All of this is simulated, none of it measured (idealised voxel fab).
Documented hereafter: the process module known as voxel self aligned vias.
In the cross-section labelled cut, the width is 190 nm and each square cell is 5 nm.
Cross-section format: a grid of square cells, given as bands from top to bottom; each band is one or more rows of cells. This entry defines a band. It first specifies the height of the band's top and the height of its bottom in nm, and then specifies the band's materials from left to right, stating each material with its width in nm. The word "all across" identifies a single material that fills the band from edge to edge, while the word "blank" identifies empty space. Beneath 0, the wafer as received is one material, and that level is where height counting begins. The lowest band goes on downward without a bottom; it is written like "z 0 and below". It should be noted that a width expressed as "30 to 40" varies in equal increments from row to row of cells within the band, taking the value of the first number at the top row and that of the second number at the bottom row. The cross-section has no changed cell in any step marked "no change occurred". Closed empty spaces (no open way to the top) of 8 cells or more are what "Closed void inventory" lists, each as width x height at distance from the left edge, nm for all three. after a step's settings: what the simulator itself notes on the step. overlay nm: on a step with a mask, how far right of its planned place the mask lay; negative means left.
## Listed below are the process steps as planned
step 1: RECEIVE: material Si
step 2: CONFORMAL_DEP: material SiO2, thk nm 15
step 3: CONFORMAL_DEP: material SiCN, thk nm 5
step 4: DIRECTIONAL_DEP: material lowk, thk nm 25
step 5: PATTERN: tone open, mask id LINES, material resist, width nm 20, pitch nm 60, thk nm 20, overlay nm 0
step 6: DIRECTIONAL_ETCH: etch materials lowk, depth nm 25
step 7: STRIP: etch materials resist
step 8: CONFORMAL_DEP: material TiN, thk nm 5
step 9: FILL_DEP: material Ru, thk nm 10
step 10: CMP: height nm 45
step 11: SELECTIVE_ETCH: etch materials W Ru TiN, depth nm 10
step 12: FILL_DEP: material SiN, thk nm 5
step 13: CMP: height nm 45
step 14: DIRECTIONAL_DEP: material lowk, thk nm 20
step 15: PATTERN: tone open, mask id VIAS, material resist, width nm 40, pitch nm 60, thk nm 20, overlay nm 0
step 16: DIRECTIONAL_ETCH: etch materials lowk, depth nm 20
step 17: DIRECTIONAL_ETCH: etch materials SiN, depth nm 10
step 18: STRIP: etch materials resist
step 19: CONFORMAL_DEP: material TiN, thk nm 5
step 20: FILL_DEP: material Cu, thk nm 10
step 21: CMP: height nm 65
step 22: CONFORMAL_DEP: material SiN, thk nm 5
Don't read the plan's width nm for step 5 as applying to every wafer: that's the first wafer's value, and the wafers differ in it, though they all start identical.
## The first of several wafers as received, shown in cross-section; this is its state after step 1
	z 0 and below | Si all across
	Closed void inventory: none
## First of several wafers, sectioned at end of module (last step: step 22)
	z 70 to 65 | SiN all across
	z 65 to 50 | 15 of lowk, 5 of TiN, 30 of Cu, 5 of TiN, 20 of lowk, 5 of TiN, 30 of Cu, 5 of TiN, 20 of lowk, 5 of TiN, 30 of Cu, 5 of TiN, 15 of lowk
	z 50 to 40 | 15 to 25 of lowk, 15 to 5 of TiN, 10 of Cu, 15 to 5 of TiN, 20 to 40 of lowk, 15 to 5 of TiN, 10 of Cu, 15 to 5 of TiN, 20 to 40 of lowk, 15 to 5 of TiN, 10 of Cu, 15 to 5 of TiN, 15 to 25 of lowk
	z 40 to 35 | 25 of lowk, 20 of TiN, 40 of lowk, 20 of TiN, 40 of lowk, 20 of TiN, 25 of lowk
	z 35 to 25 | 25 of lowk, 5 of TiN, 10 of Ru, 5 of TiN, 40 of lowk, 5 of TiN, 10 of Ru, 5 of TiN, 40 of lowk, 5 of TiN, 10 of Ru, 5 of TiN, 25 of lowk
	z 25 to 20 | 25 of lowk, 20 of TiN, 40 of lowk, 20 of TiN, 40 of lowk, 20 of TiN, 25 of lowk
	z 20 to 15 | SiCN all across
	z 15 to 0 | SiO2 all across
	z 0 and below | Si all across
	Closed void inventory: none
## End of module, last wafer sectioned
	z 70 to 65 | SiN all across
	z 65 to 40 | 15 of lowk, 5 of TiN, 30 of Cu, 5 of TiN, 20 of lowk, 5 of TiN, 30 of Cu, 5 of TiN, 20 of lowk, 5 of TiN, 30 of Cu, 5 of TiN, 15 of lowk
	z 40 to 35 | 15 of lowk, 40 of TiN, 20 of lowk, 40 of TiN, 20 of lowk, 40 of TiN, 15 of lowk
	z 35 to 25 | 15 of lowk, 5 of TiN, 30 of Ru, 5 of TiN, 20 of lowk, 5 of TiN, 30 of Ru, 5 of TiN, 20 of lowk, 5 of TiN, 30 of Ru, 5 of TiN, 15 of lowk
	z 25 to 20 | 15 of lowk, 40 of TiN, 20 of lowk, 40 of TiN, 20 of lowk, 40 of TiN, 15 of lowk
	z 20 to 15 | SiCN all across
	z 15 to 0 | SiO2 all across
	z 0 and below | Si all across
	Closed void inventory: none
## Where each wafer stands at the end of the module, a row apiece: cells of each material gained (+) or lost (-) since it was received, then closed voids
width nm 20 | +66 Cu | +12 Ru | +38 SiCN | +38 SiN | +114 SiO2 | +78 TiN | +186 lowk | Closed void inventory: none
width nm 25 | +72 Cu | +18 Ru | +38 SiCN | +38 SiN | +114 SiO2 | +81 TiN | +171 lowk | Closed void inventory: none
width nm 30 | +78 Cu | +24 Ru | +38 SiCN | +38 SiN | +114 SiO2 | +84 TiN | +156 lowk | Closed void inventory: none
width nm 35 | +84 Cu | +30 Ru | +38 SiCN | +38 SiN | +114 SiO2 | +87 TiN | +141 lowk | Closed void inventory: none
width nm 40 | +90 Cu | +36 Ru | +38 SiCN | +38 SiN | +114 SiO2 | +90 TiN | +126 lowk | Closed void inventory: none
